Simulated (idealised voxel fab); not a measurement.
The process module that follows is named voxel transistor to metal.
The width of the displayed cross-section, cut, is 155 nm; its cells are square, with a size of 5 nm.
If you're reading a cross-section in this doc, picture square cells in a grid; it comes to you as bands, top ones listed first down to the bottom, and a band can be one or more rows of cells.
In this notation a band is specified by the heights of its top and bottom, in that order and in nm, after which its materials appear from left to right, each paired with its width in nm. The word "all across" attached to a single material means that material fills the band from edge to edge; the word "blank" stands for empty space.
Counting heights begins at 0, where everything beneath is, in the wafer as received, one material. The lowest band has no bottom; it goes on downwards, as "from 0 down" shows.
So if you see something like "30 to 40" for the width, read it as the top row of the band sitting at the first number and the bottom row at the second, with every row in between moving by the same amount as the last.
"no alterations made", as given for a step, is the statement that not any cell of the cross-section underwent a change during that step.
Entry "Sealed void inventory". Content: empty spaces with no open connection to the top, size 8 cells or greater. Each: width x height at distance. Distance: from left edge. Unit: nm.
Anything after a step's settings on that line? It's the simulator's own note about the step.
You can add "overlay nm" to a step's line. For a step with a mask, it describes how far the mask lay to the right of its planned position, and a negative number describes a lay to the left.

**Intended process steps**
1 op RECEIVE | material Si
2 op OXIDIZE | depth nm 5
3 op CONFORMAL_DEP | material SiN | thk nm 15
4 op MASKED_ETCH | tone cover | mask id ACTIVE | width nm 95 | etch materials SiN | depth nm 15 | overlay nm 0
5 op MASKED_ETCH | tone cover | mask id ACTIVE | width nm 95 | etch materials SiO2 | depth nm 5 | overlay nm 0
6 op MASKED_ETCH | tone cover | mask id ACTIVE | width nm 95 | etch materials Si | depth nm 25 | overlay nm 0
7 op OXIDIZE | depth nm 5
8 op FILL_DEP | material SiO2 | thk nm 5
9 op CMP | height nm 15
10 op SELECTIVE_ETCH | etch materials SiO2 | depth nm 10
11 op STRIP | etch materials SiN
12 op SELECTIVE_ETCH | etch materials SiO2 | depth nm 5
13 op OXIDIZE | depth nm 5
14 op DIRECTIONAL_DEP | material polySi | thk nm 20
15 op DIRECTIONAL_DEP | material SiCN | thk nm 10
16 op MASKED_ETCH | tone cover | mask id GATE | width nm 15 | etch materials SiCN | depth nm 20 | overlay nm 0
17 op MASKED_ETCH | tone cover | mask id GATE | width nm 15 | etch materials polySi | depth nm 30 | overlay nm 0
18 op CONFORMAL_DEP | material SiO2 | thk nm 5
19 op DIRECTIONAL_ETCH | etch materials SiO2 | depth nm 5
20 op CONFORMAL_DEP | material SiN | thk nm 10
21 op DIRECTIONAL_ETCH | etch materials SiN | depth nm 10
22 op DIRECTIONAL_ETCH | etch materials SiO2 | depth nm 5
23 op DIRECTIONAL_ETCH | etch materials Si | depth nm 15
24 op EPI | material pSi | thk nm 20
25 op FILL_DEP | material SiO2 | thk nm 10
26 op CMP | height nm 25
27 op DIRECTIONAL_DEP | material SiO2 | thk nm 15
28 op PATTERN | tone open | mask id CONTACT | material resist | width nm 20 | pitch nm 65 | thk nm 15 | overlay nm 0
29 op DIRECTIONAL_ETCH | etch materials SiO2 | depth nm 30
30 op STRIP | etch materials resist
31 op CONFORMAL_DEP | material TiN | thk nm 5
32 op FILL_DEP | material W | thk nm 5
33 op CMP | height nm 40
34 op DIRECTIONAL_DEP | material TiN | thk nm 5
35 op DIRECTIONAL_DEP | material Ru | thk nm 25
36 op PATTERN | tone cover | mask id METAL_1 | material resist | width nm 20 | pitch nm 65 | thk nm 15 | overlay nm 0
37 op DIRECTIONAL_ETCH | etch materials Ru | depth nm 25
38 op DIRECTIONAL_ETCH | etch materials TiN | depth nm 5
39 op STRIP | etch materials resist
40 op FILL_DEP | material lowk | thk nm 10
41 op CMP | height nm 70
42 op CONFORMAL_DEP | material SiCN | thk nm 5
43 op DIRECTIONAL_DEP | material SiO2 | thk nm 35
44 op MASKED_ETCH | tone open | mask id METAL_2_HOLES | width nm 15 | pitch nm 65 | etch materials SiO2 | depth nm 35 | overlay nm 0
45 op PATTERN | tone open | mask id METAL_2 | material resist | width nm 20 | pitch nm 65 | thk nm 20 | overlay nm 0
46 op DIRECTIONAL_ETCH | etch materials SiO2 | depth nm 20
47 op DIRECTIONAL_ETCH | etch materials SiCN | depth nm 5
48 op STRIP | etch materials resist
49 op CONFORMAL_DEP | material TiN | thk nm 5
50 op FILL_DEP | material Ru | thk nm 5
51 op CMP | height nm 110
52 op CONFORMAL_DEP | material SiCN | thk nm 5

**Wafer as received: cross-section following step 1**
	from 0 down  Si all across
	Sealed void inventory: none

**Final wafer profile in cross-section after the module, from the same start and plan as above, with one mistake made during processing**
	from 115 to 110  SiCN all across
	from 110 to 95  SiO2: 35 / TiN: 5 / Ru: 10 / TiN: 5 / SiO2: 45 / TiN: 5 / Ru: 10 / TiN: 5 / SiO2: 35
	from 95 to 90  SiO2: 35 / TiN: 5 / Ru: 5 / TiN: 10 / SiO2: 45 / TiN: 5 / Ru: 5 / TiN: 10 / SiO2: 35
	from 90 to 75  SiO2: 35 / TiN: 5 / Ru: 5 / TiN: 5 / SiO2: 50 / TiN: 5 / Ru: 5 / TiN: 5 / SiO2: 40
	from 75 to 70  SiCN: 35 / TiN: 15 / SiCN: 50 / TiN: 15 / SiCN: 40
	from 70 to 45  lowk: 35 / Ru: 20 / lowk: 45 / Ru: 20 / lowk: 35
	from 45 to 40  lowk: 35 / TiN: 20 / lowk: 45 / TiN: 20 / lowk: 35
	from 40 to 25  SiO2: 35 / TiN: 5 / W: 10 / TiN: 5 / SiO2: 45 / TiN: 5 / W: 10 / TiN: 5 / SiO2: 35
	from 25 to 15  SiO2: 35 / TiN: 5 / W: 10 / TiN: 5 / SiN: 10 / SiO2: 5 / SiCN: 15 / SiO2: 5 / SiN: 10 / TiN: 5 / W: 10 / TiN: 5 / SiO2: 35
	from 15 to 10  SiO2: 35 / TiN: 20 / SiN: 10 / SiO2: 5 / polySi: 15 / SiO2: 5 / SiN: 10 / TiN: 20 / SiO2: 35
	from 10 to 0  SiO2: 25 / pSi: 30 / SiN: 10 / SiO2: 5 / polySi: 15 / SiO2: 5 / SiN: 10 / pSi: 20 / SiO2: 35
	from 0 to -5  SiO2: 25 / SiN: 10 / pSi: 20 / SiN: 10 / SiO2: 5 / polySi: 15 / SiO2: 5 / SiN: 10 / pSi: 10 / SiN: 10 / SiO2: 35
	from -5 to -10  SiO2: 35 / pSi: 20 / SiO2: 45 / pSi: 10 / SiO2: 45
	from -10 to -25  SiO2: 30 / Si: 5 / pSi: 20 / Si: 45 / pSi: 10 / Si: 10 / SiO2: 35
	from -25 to -35  SiO2: 30 / Si: 90 / SiO2: 35
	from -35 down  Si all across
	Sealed void inventory: none
Nonconformance to the process plan: note that step 4 departed from the planned setting and was carried out as op MASKED_ETCH | tone cover | mask id ACTIVE | width nm 95 | etch materials SiN | depth nm 15 | overlay nm -5
